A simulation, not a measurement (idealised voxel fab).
You're looking at the process module voxel self aligned vias.
Displayed cross-section: cut, width of 145 nm, square cells sized 5 nm.
Cross-section, as written here: a square-cell grid given band by band from the top down, where a band holds one or more rows of cells. Per band: top height and bottom height in nm, followed by the left-to-right materials and their widths in nm; "everywhere" marks a single material spanning edge to edge, "air" marks empty space. A quick word on heights: they are counted from 0, and under that level the wafer as it came to us is one material throughout. The lowest band is different from the rest in having no bottom; it simply continues downward, written as in "0 down". Width spec "30..40" -> top row of cells at first value, bottom row at second value, equal per-row change in between. "nothing was modified" (step): cross-section cells unchanged, all of them. Voids not open to the top, 8 cells minimum: see "Enclosed void listing". Written width x height at distance; distance is from the left edge; nm. On each step's line, the part that comes after the settings is the simulator's own comment on the step. The "overlay nm" setting may appear on a step's line; for a step that uses a mask, it gives how far to the right of its planned position the mask lay, and a negative value indicates the left.

### Steps in the process plan
| 1 | RECEIVE,material Si |
| 2 | CONFORMAL_DEP,material SiO2,thk nm 10 |
| 3 | CONFORMAL_DEP,material SiCN,thk nm 5 |
| 4 | DIRECTIONAL_DEP,material SiO2,thk nm 30 |
| 5 | MASKED_ETCH,tone open,mask id LINES,width nm 30,pitch nm 55,etch materials SiO2,depth nm 30,overlay nm 0 |
| 6 | CONFORMAL_DEP,material TiN,thk nm 5 |
| 7 | FILL_DEP,material W,thk nm 5 |
| 8 | CMP,height nm 45 |
| 9 | SELECTIVE_ETCH,etch materials W Ru TiN,depth nm 5 |
| 10 | FILL_DEP,material SiN,thk nm 5 |
| 11 | CMP,height nm 45 |
| 12 | DIRECTIONAL_DEP,material SiO2,thk nm 15 |
| 13 | MASKED_ETCH,tone open,mask id VIAS,width nm 40,etch materials SiO2,depth nm 15,overlay nm -10 |
| 14 | MASKED_ETCH,tone open,mask id VIAS,width nm 40,etch materials SiN,depth nm 5,overlay nm 0 |
| 15 | CONFORMAL_DEP,material TiN,thk nm 5 |
| 16 | FILL_DEP,material Ru,thk nm 5 |
| 17 | CMP,height nm 60 |
| 18 | CONFORMAL_DEP,material SiN,thk nm 5 |
Keep in mind the plan's value for the overlay nm of step 13 comes from the first wafer; the wafers don't share that setting, but they do share the same starting point.

### As received, i.e. after step 1: cross-section through the first of several wafers
    0 down | Si everywhere
    Enclosed void listing: none

### Module finished, last step 18 done: cross-section of the first of several wafers
    65 to 60 | SiN everywhere
    60 to 50 | SiO2 (15) | TiN (5) | Ru (30) | TiN (5) | SiO2 (90)
    50 to 45 | SiO2 (15) | TiN (20) | Ru (15) | TiN (5) | SiO2 (90)
    45 to 40 | SiO2 (30) | TiN (25) | SiN (5) | SiO2 (25) | SiN (30) | SiO2 (30)
    40 to 20 | SiO2 (30) | TiN (5) | W (20) | TiN (5) | SiO2 (25) | TiN (5) | W (20) | TiN (5) | SiO2 (30)
    20 to 15 | SiO2 (30) | TiN (30) | SiO2 (25) | TiN (30) | SiO2 (30)
    15 to 10 | SiCN everywhere
    10 to 0 | SiO2 everywhere
    0 down | Si everywhere
    Enclosed void listing: none

### The last wafer as seen in cross-section at the end of the module
    65 to 60 | SiN everywhere
    60 to 50 | SiO2 (40) | TiN (5) | Ru (30) | TiN (5) | SiO2 (65)
    50 to 45 | SiO2 (40) | TiN (5) | Ru (10) | TiN (25) | SiO2 (65)
    45 to 40 | SiO2 (30) | SiN (10) | TiN (20) | SiO2 (25) | SiN (30) | SiO2 (30)
    40 to 20 | SiO2 (30) | TiN (5) | W (20) | TiN (5) | SiO2 (25) | TiN (5) | W (20) | TiN (5) | SiO2 (30)
    20 to 15 | SiO2 (30) | TiN (30) | SiO2 (25) | TiN (30) | SiO2 (30)
    15 to 10 | SiCN everywhere
    10 to 0 | SiO2 everywhere
    0 down | Si everywhere
    Enclosed void listing: none

### So in this table every wafer gets its own row, and what you see is where it stands at the end of the module: for each material, how many cells it picked up (+) or gave up (-) since we received it, and after that its closed voids
overlay nm -10; +15 Ru; +29 SiCN; +36 SiN; +223 SiO2; +42 TiN; +32 W; Enclosed void listing: none
overlay nm -5; +16 Ru; +29 SiCN; +35 SiN; +223 SiO2; +42 TiN; +32 W; Enclosed void listing: none
overlay nm 0; +16 Ru; +29 SiCN; +35 SiN; +223 SiO2; +42 TiN; +32 W; Enclosed void listing: none
overlay nm 5; +16 Ru; +29 SiCN; +35 SiN; +223 SiO2; +42 TiN; +32 W; Enclosed void listing: none
overlay nm 10; +15 Ru; +29 SiCN; +36 SiN; +223 SiO2; +42 TiN; +32 W; Enclosed void listing: none
overlay nm 15; +14 Ru; +29 SiCN; +37 SiN; +223 SiO2; +42 TiN; +32 W; Enclosed void listing: none
